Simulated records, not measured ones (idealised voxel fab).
Title: Process Module voxel released beams
Xsec cut, 250 nm wide, square cell size 5 nm.
Cross-section layout: square cells on a grid; listed as bands, top to bottom; a band spans one or more cell rows. Per band: top height and bottom height in nm, followed by the left-to-right materials and their widths in nm; "all across" marks a single material spanning edge to edge, "blank" marks empty space. The level at which height equals 0 is the one under which the wafer, as it arrives, is entirely one material. No lower edge exists for the bottom band, which continues downward and is notated as in "z 0 and below". Top row gets the first number, bottom row gets the second, and each row in between changes by the same step: that is how a band width like "30..40" works. No cell of the cross-section changed in a step that is given as "no alterations made". Sealed voids: empty space of 8 cells or more with no open way to the top, each as width x height at its distance from the left edge, in nm. Past the settings on a step's line: simulator remark, on that step. You can add "overlay nm" to a step's line. For a step with a mask, it describes how far the mask lay to the right of its planned position, and a negative number describes a lay to the left.
Listed below are the process steps as planned:
1,RECEIVE, material Si
2,CONFORMAL_DEP, material Al2O3, thk nm 5
3,DIRECTIONAL_DEP, material SiO2, thk nm 10
4,PATTERN, tone open, mask id ANCHOR, material resist, width nm 30, thk nm 15, overlay nm 0
5,DIRECTIONAL_ETCH, etch materials SiO2, depth nm 10
6,STRIP, etch materials resist
7,CONFORMAL_DEP, material SiN, thk nm 10
8,PATTERN, tone cover, mask id BEAM, material resist, width nm 100, thk nm 15, overlay nm 0
9,DIRECTIONAL_ETCH, etch materials SiN, depth nm 10
10,STRIP, etch materials resist
11,STRIP, etch materials SiO2
Incoming wafer in cross-section (state: after step 1):
> z 0 and below: Si all across
> Sealed voids: none
Looking at the first of two wafers in cross-section at end of module - ran to plan:
> z 25 to 15: 70 nm blank; 15 nm SiN; 10 nm blank; 75 nm SiN; 80 nm blank
> z 15 to 5: 75 nm blank; 30 nm SiN; 145 nm blank
> z 5 to 0: Al2O3 all across
> z 0 and below: Si all across
> Sealed voids: none
Same start, same plan as the first wafer - but one mistake in the run. Cross-section of the second of the two at the end of the module:
> z 25 to 15: 65 nm blank; 20 nm SiN; 10 nm blank; 70 nm SiN; 85 nm blank
> z 15 to 5: 75 nm blank; 30 nm SiN; 145 nm blank
> z 5 to 0: Al2O3 all across
> z 0 and below: Si all across
> Sealed voids: none
Finding, execution versus plan: step 8, actual vs plan mismatch, actual run PATTERN, tone cover, mask id BEAM, material resist, width nm 100, thk nm 15, overlay nm -5
At the close, every material occupies the same number of cells on the second wafer as on the first, only in different positions.
